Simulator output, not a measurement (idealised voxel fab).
The following is a process module called voxel air gaps.
The cross-section shown here is cut; it is 155 nm wide and divided into square cells measuring 5 nm on a side.
Each cross-section below is a grid of square cells, stated as bands in top-down order, with one or more rows of cells making up each band. This entry defines a band. It first specifies the height of the band's top and the height of its bottom in nm, and then specifies the band's materials from left to right, stating each material with its width in nm. The word "everywhere" identifies a single material that fills the band from edge to edge, while the word "blank" identifies empty space. Height is counted from the level 0, under which the received wafer is composed throughout of one material. The lowest of the bands is not closed at the bottom but continues downward, in the notation "0 down". So if you see something like "30..40" for the width, read it as the top row of the band sitting at the first number and the bottom row at the second, with every row in between moving by the same amount as the last. Key: "stayed the same" - step with no changed cell in the cross-section. Closed empty spaces (no open way to the top) of 8 cells or more are what "Enclosed void entries" lists, each as width x height at distance from the left edge, nm for all three. On a step's line, text after the settings is the simulator commenting on that step. Among the settings permitted on a step's line is "overlay nm"; applied to a step with a mask, it specifies the extent to which the mask lay to the right of its planned position, whereas a negative figure signifies a position to the left.
-- Process steps (planned)
| 1 | RECEIVE | material Si |
| 2 | CONFORMAL_DEP | material SiO2 | thk nm 10 |
| 3 | CONFORMAL_DEP | material SiN | thk nm 5 |
| 4 | DIRECTIONAL_DEP | material SiO2 | thk nm 30 |
| 5 | DIRECTIONAL_DEP | material aC | thk nm 10 |
| 6 | PATTERN | tone open | mask id LINES | material resist | width nm 20 | pitch nm 45 | thk nm 30 | overlay nm 0 |
| 7 | DIRECTIONAL_ETCH | etch materials aC | depth nm 10 |
| 8 | STRIP | etch materials resist |
| 9 | DIRECTIONAL_ETCH | etch materials SiO2 | depth nm 30 |
| 10 | STRIP | etch materials aC |
| 11 | CONFORMAL_DEP | material TiN | thk nm 5 |
| 12 | FILL_DEP | material Ru | thk nm 5 |
| 13 | CMP | height nm 45 |
| 14 | EPI | material Ru | thk nm 10 |
| 15 | SELECTIVE_ETCH | etch materials SiO2 | depth nm 40 |
| 16 | CONFORMAL_DEP | material SiCN | thk nm 5 |
-- Cross-section of the incoming wafer, state after step 1
    0 down: Si everywhere
    Enclosed void entries: none
-- First wafer of two, sectioned at end of module; run went per plan
    60 to 55: 5 of blank | 140 of SiCN | 10 of blank
    55 to 45: 5 of blank | 5 of SiCN | 40 of Ru | 5 of SiCN | 40 of Ru | 5 of SiCN | 40 of Ru | 5 of SiCN | 10 of blank
    45 to 40: 5 of blank | 15 of SiCN | 5 of TiN | 10 of Ru | 5 of TiN | 25 of SiCN | 5 of TiN | 10 of Ru | 5 of TiN | 25 of SiCN | 5 of TiN | 10 of Ru | 5 of TiN | 15 of SiCN | 10 of blank
    40 to 20: 15 of blank | 5 of SiCN | 5 of TiN | 10 of Ru | 5 of TiN | 5 of SiCN | 15 of blank | 5 of SiCN | 5 of TiN | 10 of Ru | 5 of TiN | 5 of SiCN | 15 of blank | 5 of SiCN | 5 of TiN | 10 of Ru | 5 of TiN | 5 of SiCN | 20 of blank
    20 to 15: 20 of SiCN | 20 of TiN | 25 of SiCN | 20 of TiN | 25 of SiCN | 20 of TiN | 25 of SiCN
    15 to 10: SiN everywhere
    10 to 0: SiO2 everywhere
    0 down: Si everywhere
    Enclosed void entries: 15 x 20 at 45; 15 x 20 at 90
-- Wafer two, sectioned after the module: the first wafer's start, the first wafer's plan, and one mistake in how it was run
    55 to 45: 10 of blank | 40 of Ru | 5 of blank | 40 of Ru | 5 of blank | 40 of Ru | 15 of blank
    45 to 20: 20 of blank | 5 of TiN | 10 of Ru | 5 of TiN | 25 of blank | 5 of TiN | 10 of Ru | 5 of TiN | 25 of blank | 5 of TiN | 10 of Ru | 5 of TiN | 25 of blank
    20 to 15: 20 of blank | 20 of TiN | 25 of blank | 20 of TiN | 25 of blank | 20 of TiN | 25 of blank
    15 to 10: SiN everywhere
    10 to 0: SiO2 everywhere
    0 down: Si everywhere
    Enclosed void entries: none
Diagnosis: plan step 16 skipped
Count the cells at the end and the second wafer has more or fewer of some materials than the first: -95 SiCN
Note - end result: 2 closed voids (first wafer), 0 closed voids (second wafer).
